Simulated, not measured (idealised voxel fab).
process module | voxel tone inversion
cross-section cut | 160 nm wide | cells 5 nm
A cross-section is a grid of square cells, given in bands from the top down. A band is one or more rows of cells.
Each band's line starts with the height of the band's top and of its bottom, in nm. Then come its materials from left to right, each with its width in nm. One material with "throughout" fills the band from edge to edge. "air" is empty space.
Height 0 is the level under which the wafer as received is all one material. The lowest band goes on downwards, as in "0 down".
A width such as "30 to 40" changes by the same amount from each row of cells to the next, from the band's top row to its bottom row.
"no change" after a step means that no cell of the cross-section changed.
closed voids: empty space of 8 cells or more with no open way to the top, each as width x height at its distance from the left edge, in nm
after a step's settings: what the simulator itself notes on the step
overlay nm, on a step with a mask: how far to the right of its planned place the mask lay; to the left if negative
plan
1 op RECEIVE | material Si
2 op CONFORMAL_DEP | material SiN | thk nm 10
3 op DIRECTIONAL_DEP | material aC | thk nm 15
4 op PATTERN | tone cover | mask id POSTS | material resist | width nm 20 | pitch nm 50 | thk nm 20 | overlay nm 0
5 op DIRECTIONAL_ETCH | etch materials aC | depth nm 15
6 op STRIP | etch materials resist
7 op FILL_DEP | material SiO2 | thk nm 5
8 op CMP | height nm 25
9 op STRIP | etch materials aC
as received, after step 1
  0 down: Si throughout
  closed voids: none
a wafer at the end: this start, this plan, one mistake
  25 to 10: air 20 | SiO2 20 | air 30 | SiO2 20 | air 30 | SiO2 20 | air 20
  10 to 0: SiN throughout
  0 down: Si throughout
  closed voids: none
what went wrong: step 4 ran as: op PATTERN | tone open | mask id POSTS | material resist | width nm 20 | pitch nm 50 | thk nm 20 | overlay nm 0
